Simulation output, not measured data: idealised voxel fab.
A process module follows: voxel capacitor over wiring.
FYI the section here is cut, 300 nm wide, cells are 5 nm squares.
Cross-section = grid of square cells, listed top down in bands; band = one or more rows. Basically the band line says how high the top is and how high the bottom is, in nm, and then what's in it from left to right, every material with its width in nm. Empty space shows up as "air", and if a single material carries "edge to edge" it runs the full band edge to edge. Zero point of the height axis is 0; under it, received wafer = one material. Lowest band: continues down indefinitely, "0 and below". Width "30->40": first value at the band's top row of cells, second value at its bottom row, equal change from row to row. "no modification", as given for a step, is the statement that not any cell of the cross-section underwent a change during that step. Empty spaces without an open route to the top, at least 8 cells in extent, make up the entry "Voids lacking openings"; each is given as width x height at distance, where the distance is measured from the left edge, and all are in nm. It should be noted that, on the line of a given step, the content following the step's settings is a remark produced by the simulator itself with respect to that step. "overlay nm", when on a step's line for a step with a mask, measures how far to the right of its planned place the mask lay; a negative measure means to the left.

List of planned process steps:
1 RECEIVE | material Si
2 CONFORMAL_DEP | material SiO2 | thk nm 10
3 DIRECTIONAL_DEP | material TiN | thk nm 5
4 DIRECTIONAL_DEP | material W | thk nm 20
5 DIRECTIONAL_DEP | material aC | thk nm 15
6 PATTERN | tone cover | mask id METAL_1 | material resist | width nm 30 | pitch nm 95 | thk nm 35 | overlay nm 0
7 DIRECTIONAL_ETCH | etch materials aC | depth nm 15
8 STRIP | etch materials resist
9 DIRECTIONAL_ETCH | etch materials W | depth nm 20
10 DIRECTIONAL_ETCH | etch materials TiN | depth nm 5
11 STRIP | etch materials aC
12 FILL_DEP | material SiO2 | thk nm 5
13 CMP | height nm 35
14 CONFORMAL_DEP | material SiCN | thk nm 5
15 DIRECTIONAL_DEP | material lowk | thk nm 20
16 PATTERN | tone open | mask id PLUG_1 | material resist | width nm 15 | thk nm 20 | overlay nm 0
17 DIRECTIONAL_ETCH | etch materials lowk | depth nm 20
18 DIRECTIONAL_ETCH | etch materials SiCN | depth nm 5
19 STRIP | etch materials resist
20 CONFORMAL_DEP | material TiN | thk nm 5
21 FILL_DEP | material Cu | thk nm 5
22 CMP | height nm 60
23 DIRECTIONAL_DEP | material TiN | thk nm 10
24 DIRECTIONAL_DEP | material HfO2 | thk nm 5
25 DIRECTIONAL_DEP | material TiN | thk nm 5
26 PATTERN | tone cover | mask id UPPER_PLATE | material resist | width nm 70 | thk nm 20 | overlay nm 0
27 DIRECTIONAL_ETCH | etch materials TiN | depth nm 5
28 DIRECTIONAL_ETCH | etch materials HfO2 | depth nm 5
29 STRIP | etch materials resist
30 DIRECTIONAL_DEP | material aC | thk nm 15
31 PATTERN | tone cover | mask id LOWER_PLATE | material resist | width nm 80 | thk nm 30 | overlay nm 0
32 DIRECTIONAL_ETCH | etch materials aC | depth nm 15
33 STRIP | etch materials resist
34 DIRECTIONAL_ETCH | etch materials TiN | depth nm 10
35 STRIP | etch materials aC
36 FILL_DEP | material SiO2 | thk nm 15
37 CMP | height nm 90
38 MASKED_ETCH | tone open | mask id PLUG_2 | width nm 15 | etch materials SiO2 | depth nm 10 | overlay nm 0
39 CONFORMAL_DEP | material TiN | thk nm 5
40 FILL_DEP | material Ru | thk nm 10
41 CMP | height nm 90
42 CONFORMAL_DEP | material SiN | thk nm 5

First out of two wafers; run went to plan:

Cross-section: wafer on arrival = after step 1:
  0 and below: Si edge to edge
  Voids lacking openings: none

Cross-section through the wafer, step 2 finished:
  10 down to 0: SiO2 edge to edge
  below 0: unchanged

Cross-section through the wafer, step 3 finished:
  15 down to 10: TiN edge to edge
  below 10: unchanged

Cross-section through the wafer, step 4 finished:
  35 down to 15: W edge to edge
  below 15: unchanged

Cross-section through the wafer, step 5 finished:
  50 down to 35: aC edge to edge
  below 35: unchanged

Cross-section through the wafer, step 6 finished:
  85 down to 50: air 85; resist 30; air 65; resist 30; air 90
  below 50: unchanged

Cross-section through the wafer, step 7 finished:
  70 down to 50: air 85; resist 30; air 65; resist 30; air 90
  50 down to 35: air 85; aC 30; air 65; aC 30; air 90
  below 35: unchanged

Cross-section through the wafer, step 8 finished:
  50 down to 35: air 85; aC 30; air 65; aC 30; air 90
  below 35: unchanged

Cross-section through the wafer, step 9 finished:
  50 down to 35: air 85; aC 30; air 65; aC 30; air 90
  35 down to 15: air 85; W 30; air 65; W 30; air 90
  below 15: unchanged

Cross-section through the wafer, step 10 finished:
  50 down to 35: air 85; aC 30; air 65; aC 30; air 90
  35 down to 15: air 85; W 30; air 65; W 30; air 90
  15 down to 10: air 85; TiN 30; air 65; TiN 30; air 90
  below 10: unchanged

Cross-section through the wafer, step 11 finished:
  35 down to 15: air 85; W 30; air 65; W 30; air 90
  below 15: unchanged

Cross-section through the wafer, step 12 finished:
  40 down to 35: SiO2 edge to edge
  35 down to 15: SiO2 85; W 30; SiO2 65; W 30; SiO2 90
  15 down to 10: SiO2 85; TiN 30; SiO2 65; TiN 30; SiO2 90
  below 10: unchanged

Cross-section through the wafer, step 13 finished:
  35 down to 15: SiO2 85; W 30; SiO2 65; W 30; SiO2 90
  below 15: unchanged

Cross-section through the wafer, step 14 finished:
  40 down to 35: SiCN edge to edge
  below 35: unchanged

Cross-section through the wafer, step 15 finished:
  60 down to 40: lowk edge to edge
  below 40: unchanged

Cross-section through the wafer, step 16 finished:
  80 down to 60: resist 100; air 15; resist 185
  below 60: unchanged

Cross-section through the wafer, step 17 finished:
  80 down to 60: resist 100; air 15; resist 185
  60 down to 40: lowk 100; air 15; lowk 185
  below 40: unchanged

Cross-section through the wafer, step 18 finished:
  80 down to 60: resist 100; air 15; resist 185
  60 down to 40: lowk 100; air 15; lowk 185
  40 down to 35: SiCN 100; air 15; SiCN 185
  below 35: unchanged

Cross-section through the wafer, step 19 finished:
  60 down to 40: lowk 100; air 15; lowk 185
  below 40: unchanged

Cross-section through the wafer, step 20 finished:
  65 down to 60: TiN 105; air 5; TiN 190
  60 down to 40: lowk 100; TiN 5; air 5; TiN 5; lowk 185
  40 down to 35: SiCN 100; TiN 15; SiCN 185
  below 35: unchanged

Cross-section through the wafer, step 21 finished:
  70 down to 65: Cu edge to edge
  65 down to 60: TiN 105; Cu 5; TiN 190
  60 down to 40: lowk 100; TiN 5; Cu 5; TiN 5; lowk 185
  below 40: unchanged

Cross-section through the wafer, step 22 finished:
  60 down to 40: lowk 100; TiN 5; Cu 5; TiN 5; lowk 185
  below 40: unchanged

Cross-section through the wafer, step 23 finished:
  70 down to 60: TiN edge to edge
  below 60: unchanged

Cross-section through the wafer, step 24 finished:
  75 down to 70: HfO2 edge to edge
  below 70: unchanged

Cross-section through the wafer, step 25 finished:
  80 down to 75: TiN edge to edge
  below 75: unchanged

Cross-section through the wafer, step 26 finished:
  100 down to 80: air 100; resist 70; air 130
  below 80: unchanged

Cross-section through the wafer, step 27 finished:
  100 down to 80: air 100; resist 70; air 130
  80 down to 75: air 100; TiN 70; air 130
  below 75: unchanged

Cross-section through the wafer, step 28 finished:
  100 down to 80: air 100; resist 70; air 130
  80 down to 75: air 100; TiN 70; air 130
  75 down to 70: air 100; HfO2 70; air 130
  below 70: unchanged

Cross-section through the wafer, step 29 finished:
  80 down to 75: air 100; TiN 70; air 130
  below 75: unchanged

Cross-section through the wafer, step 30 finished:
  95 down to 85: air 100; aC 70; air 130
  85 down to 80: aC edge to edge
  80 down to 75: aC 100; TiN 70; aC 130
  75 down to 70: aC 100; HfO2 70; aC 130
  below 70: unchanged

Cross-section through the wafer, step 31 finished:
  125 down to 95: air 95; resist 80; air 125
  95 down to 85: air 95; resist 5; aC 70; resist 5; air 125
  below 85: unchanged

Cross-section through the wafer, step 32 finished:
  110 down to 95: air 95; resist 80; air 125
  95 down to 85: air 95; resist 5; aC 70; resist 5; air 125
  85 down to 80: air 95; aC 80; air 125
  80 down to 75: air 95; aC 5; TiN 70; aC 5; air 125
  75 down to 70: air 95; aC 5; HfO2 70; aC 5; air 125
  below 70: unchanged

Cross-section through the wafer, step 33 finished:
  95 down to 85: air 100; aC 70; air 130
  below 85: unchanged

Cross-section through the wafer, step 34 finished:
  95 down to 85: air 100; aC 70; air 130
  85 down to 80: air 95; aC 80; air 125
  80 down to 75: air 95; aC 5; TiN 70; aC 5; air 125
  75 down to 70: air 95; aC 5; HfO2 70; aC 5; air 125
  70 down to 60: air 95; TiN 80; air 125
  below 60: unchanged

Cross-section through the wafer, step 35 finished:
  80 down to 75: air 100; TiN 70; air 130
  75 down to 70: air 100; HfO2 70; air 130
  below 70: unchanged

Cross-section through the wafer, step 36 finished:
  95 down to 80: SiO2 edge to edge
  80 down to 75: SiO2 100; TiN 70; SiO2 130
  75 down to 70: SiO2 100; HfO2 70; SiO2 130
  70 down to 60: SiO2 95; TiN 80; SiO2 125
  below 60: unchanged

Cross-section through the wafer, step 37 finished:
  90 down to 80: SiO2 edge to edge
  below 80: unchanged

Cross-section through the wafer, step 38 finished:
  90 down to 80: SiO2 110; air 15; SiO2 175
  below 80: unchanged

Cross-section through the wafer, step 39 finished:
  95 down to 90: TiN 115; air 5; TiN 180
  90 down to 85: SiO2 110; TiN 5; air 5; TiN 5; SiO2 175
  85 down to 75: SiO2 110->100; TiN 15->70; SiO2 175->130
  below 75: unchanged

Cross-section through the wafer, step 40 finished:
  105 down to 95: Ru edge to edge
  95 down to 90: TiN 115; Ru 5; TiN 180
  90 down to 85: SiO2 110; TiN 5; Ru 5; TiN 5; SiO2 175
  below 85: unchanged

Cross-section through the wafer, step 41 finished:
  90 down to 85: SiO2 110; TiN 5; Ru 5; TiN 5; SiO2 175
  below 85: unchanged

Cross-section through the wafer, step 42 finished:
  95 down to 90: SiN edge to edge
  below 90: unchanged

The remaining wafer, second of the two, started like the first and was run to the same plan, except that one mistake was made along the way; the two coincide through step 2, inclusive:

At the planned end of step 3, the second wafer in cross-section:
  15 down to 10: SiCN edge to edge
  below 10: unchanged

At the planned end of step 4, the second wafer in cross-section:
  35 down to 15: W edge to edge
  below 15: unchanged

At the planned end of step 5, the second wafer in cross-section:
  50 down to 35: aC edge to edge
  below 35: unchanged

At the planned end of step 6, the second wafer in cross-section:
  85 down to 50: air 85; resist 30; air 65; resist 30; air 90
  below 50: unchanged

At the planned end of step 7, the second wafer in cross-section:
  70 down to 50: air 85; resist 30; air 65; resist 30; air 90
  50 down to 35: air 85; aC 30; air 65; aC 30; air 90
  below 35: unchanged

At the planned end of step 8, the second wafer in cross-section:
  50 down to 35: air 85; aC 30; air 65; aC 30; air 90
  below 35: unchanged

At the planned end of step 9, the second wafer in cross-section:
  50 down to 35: air 85; aC 30; air 65; aC 30; air 90
  35 down to 15: air 85; W 30; air 65; W 30; air 90
  below 15: unchanged

At the planned end of step 10, the second wafer in cross-section: no modification

At the planned end of step 11, the second wafer in cross-section:
  35 down to 15: air 85; W 30; air 65; W 30; air 90
  below 15: unchanged

At the planned end of step 12, the second wafer in cross-section:
  40 down to 35: SiO2 edge to edge
  35 down to 15: SiO2 85; W 30; SiO2 65; W 30; SiO2 90
  below 15: unchanged

At the planned end of step 13, the second wafer in cross-section:
  35 down to 15: SiO2 85; W 30; SiO2 65; W 30; SiO2 90
  below 15: unchanged

At the planned end of step 14, the second wafer in cross-section:
  40 down to 35: SiCN edge to edge
  below 35: unchanged

At the planned end of step 15, the second wafer in cross-section:
  60 down to 40: lowk edge to edge
  below 40: unchanged

At the planned end of step 16, the second wafer in cross-section:
  80 down to 60: resist 100; air 15; resist 185
  below 60: unchanged

At the planned end of step 17, the second wafer in cross-section:
  80 down to 60: resist 100; air 15; resist 185
  60 down to 40: lowk 100; air 15; lowk 185
  below 40: unchanged

At the planned end of step 18, the second wafer in cross-section:
  80 down to 60: resist 100; air 15; resist 185
  60 down to 40: lowk 100; air 15; lowk 185
  40 down to 35: SiCN 100; air 15; SiCN 185
  below 35: unchanged

At the planned end of step 19, the second wafer in cross-section:
  60 down to 40: lowk 100; air 15; lowk 185
  below 40: unchanged

At the planned end of step 20, the second wafer in cross-section:
  65 down to 60: TiN 105; air 5; TiN 190
  60 down to 40: lowk 100; TiN 5; air 5; TiN 5; lowk 185
  40 down to 35: SiCN 100; TiN 15; SiCN 185
  below 35: unchanged

At the planned end of step 21, the second wafer in cross-section:
  70 down to 65: Cu edge to edge
  65 down to 60: TiN 105; Cu 5; TiN 190
  60 down to 40: lowk 100; TiN 5; Cu 5; TiN 5; lowk 185
  below 40: unchanged

At the planned end of step 22, the second wafer in cross-section:
  60 down to 40: lowk 100; TiN 5; Cu 5; TiN 5; lowk 185
  below 40: unchanged

At the planned end of step 23, the second wafer in cross-section:
  70 down to 60: TiN edge to edge
  below 60: unchanged

At the planned end of step 24, the second wafer in cross-section:
  75 down to 70: HfO2 edge to edge
  below 70: unchanged

At the planned end of step 25, the second wafer in cross-section:
  80 down to 75: TiN edge to edge
  below 75: unchanged

At the planned end of step 26, the second wafer in cross-section:
  100 down to 80: air 100; resist 70; air 130
  below 80: unchanged

At the planned end of step 27, the second wafer in cross-section:
  100 down to 80: air 100; resist 70; air 130
  80 down to 75: air 100; TiN 70; air 130
  below 75: unchanged

At the planned end of step 28, the second wafer in cross-section:
  100 down to 80: air 100; resist 70; air 130
  80 down to 75: air 100; TiN 70; air 130
  75 down to 70: air 100; HfO2 70; air 130
  below 70: unchanged

At the planned end of step 29, the second wafer in cross-section:
  80 down to 75: air 100; TiN 70; air 130
  below 75: unchanged

At the planned end of step 30, the second wafer in cross-section:
  95 down to 85: air 100; aC 70; air 130
  85 down to 80: aC edge to edge
  80 down to 75: aC 100; TiN 70; aC 130
  75 down to 70: aC 100; HfO2 70; aC 130
  below 70: unchanged

At the planned end of step 31, the second wafer in cross-section:
  125 down to 95: air 95; resist 80; air 125
  95 down to 85: air 95; resist 5; aC 70; resist 5; air 125
  below 85: unchanged

At the planned end of step 32, the second wafer in cross-section:
  110 down to 95: air 95; resist 80; air 125
  95 down to 85: air 95; resist 5; aC 70; resist 5; air 125
  85 down to 80: air 95; aC 80; air 125
  80 down to 75: air 95; aC 5; TiN 70; aC 5; air 125
  75 down to 70: air 95; aC 5; HfO2 70; aC 5; air 125
  below 70: unchanged

At the planned end of step 33, the second wafer in cross-section:
  95 down to 85: air 100; aC 70; air 130
  below 85: unchanged

At the planned end of step 34, the second wafer in cross-section:
  95 down to 85: air 100; aC 70; air 130
  85 down to 80: air 95; aC 80; air 125
  80 down to 75: air 95; aC 5; TiN 70; aC 5; air 125
  75 down to 70: air 95; aC 5; HfO2 70; aC 5; air 125
  70 down to 60: air 95; TiN 80; air 125
  below 60: unchanged

At the planned end of step 35, the second wafer in cross-section:
  80 down to 75: air 100; TiN 70; air 130
  75 down to 70: air 100; HfO2 70; air 130
  below 70: unchanged

At the planned end of step 36, the second wafer in cross-section:
  95 down to 80: SiO2 edge to edge
  80 down to 75: SiO2 100; TiN 70; SiO2 130
  75 down to 70: SiO2 100; HfO2 70; SiO2 130
  70 down to 60: SiO2 95; TiN 80; SiO2 125
  below 60: unchanged

At the planned end of step 37, the second wafer in cross-section:
  90 down to 80: SiO2 edge to edge
  below 80: unchanged

At the planned end of step 38, the second wafer in cross-section:
  90 down to 80: SiO2 110; air 15; SiO2 175
  below 80: unchanged

At the planned end of step 39, the second wafer in cross-section:
  95 down to 90: TiN 115; air 5; TiN 180
  90 down to 85: SiO2 110; TiN 5; air 5; TiN 5; SiO2 175
  85 down to 75: SiO2 110->100; TiN 15->70; SiO2 175->130
  below 75: unchanged

At the planned end of step 40, the second wafer in cross-section:
  105 down to 95: Ru edge to edge
  95 down to 90: TiN 115; Ru 5; TiN 180
  90 down to 85: SiO2 110; TiN 5; Ru 5; TiN 5; SiO2 175
  below 85: unchanged

At the planned end of step 41, the second wafer in cross-section:
  90 down to 85: SiO2 110; TiN 5; Ru 5; TiN 5; SiO2 175
  below 85: unchanged

At the planned end of step 42, the second wafer in cross-section:
  95 down to 90: SiN edge to edge
  below 90: unchanged
The plan and the run diverged here: off-plan run, step 3, actual operation and settings DIRECTIONAL_DEP | material SiCN | thk nm 5
Upon completion, the second wafer contains, in terms of cells, a greater or smaller amount of certain materials than the first wafer: 60 more of SiCN, 48 fewer of SiO2, 12 fewer of TiN
